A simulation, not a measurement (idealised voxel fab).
The process module presented herein is designated voxel quadruple lines.
Shown is cross-section cut, with a width of 230 nm and square cells of size 5 nm.
Heads up, the way a cross-section reads in here is a grid of square cells, handed over as bands from the top down, with every band being one or more rows of cells. Top height, bottom height, nm. Materials left to right, width each, nm. Single material + "all across" = fills band edge to edge. "blank" = empty. All heights in this document are referenced to 0, defined as the level beneath which the wafer, as received, consists entirely of one material. The lowest band is not bounded below; it extends indefinitely downward and is written in the form "0 and below". Think of "30 to 40" as a width that walks from the first number to the second as you go down the band, top row to bottom row, taking equal-sized steps from row to row. Step marked "everything unchanged"? Then no cell in the cross-section changed in it. Any empty space of 8 cells or more lacking an open way to the top shows up in "Unvented voids" as width x height at distance, distance from the left edge, in nm. Whatever follows a step's settings on its line is a remark the simulator itself makes about that step. Among the settings permitted on a step's line is "overlay nm"; applied to a step with a mask, it specifies the extent to which the mask lay to the right of its planned position, whereas a negative figure signifies a position to the left.

plan:
step 1: RECEIVE (material Si)
step 2: CONFORMAL_DEP (material SiO2; thk nm 5)
step 3: DIRECTIONAL_DEP (material TiN; thk nm 10)
step 4: DIRECTIONAL_DEP (material polySi; thk nm 15)
step 5: DIRECTIONAL_DEP (material aC; thk nm 20)
step 6: PATTERN (tone cover; mask id MANDREL; material resist; width nm 25; thk nm 25; overlay nm 0)
step 7: DIRECTIONAL_ETCH (etch materials aC; depth nm 20)
step 8: STRIP (etch materials resist)
step 9: CONFORMAL_DEP (material SiO2; thk nm 15)
step 10: DIRECTIONAL_ETCH (etch materials SiO2; depth nm 15)
step 11: STRIP (etch materials aC)
step 12: DIRECTIONAL_ETCH (etch materials polySi; depth nm 15)
step 13: STRIP (etch materials SiO2)
step 14: CONFORMAL_DEP (material SiCN; thk nm 5)
step 15: DIRECTIONAL_ETCH (etch materials SiCN; depth nm 5)
step 16: STRIP (etch materials polySi)
step 17: DIRECTIONAL_ETCH (etch materials TiN; depth nm 10)
step 18: STRIP (etch materials SiCN)
step 19: FILL_DEP (material SiO2; thk nm 5)
step 20: CMP (height nm 15)

The cross-section here shows the wafer as received, i.e. in its state after step 1:
- 0 and below | Si all across
- Unvented voids: none

What the wafer looks like in cross-section after this module, when it starts as shown above and follows the plan above but one mistake is made in running it:
- 15 down to 5 | SiO2 75 nm / TiN 5 nm / SiO2 15 nm / TiN 5 nm / SiO2 15 nm / TiN 5 nm / SiO2 15 nm / TiN 5 nm / SiO2 90 nm
- 5 down to 0 | SiO2 all across
- 0 and below | Si all across
- Unvented voids: none
The plan and the run diverged here: for step 6, the planned setting was not used; the step was instead run as PATTERN (tone cover; mask id MANDREL; material resist; width nm 25; thk nm 25; overlay nm -5)
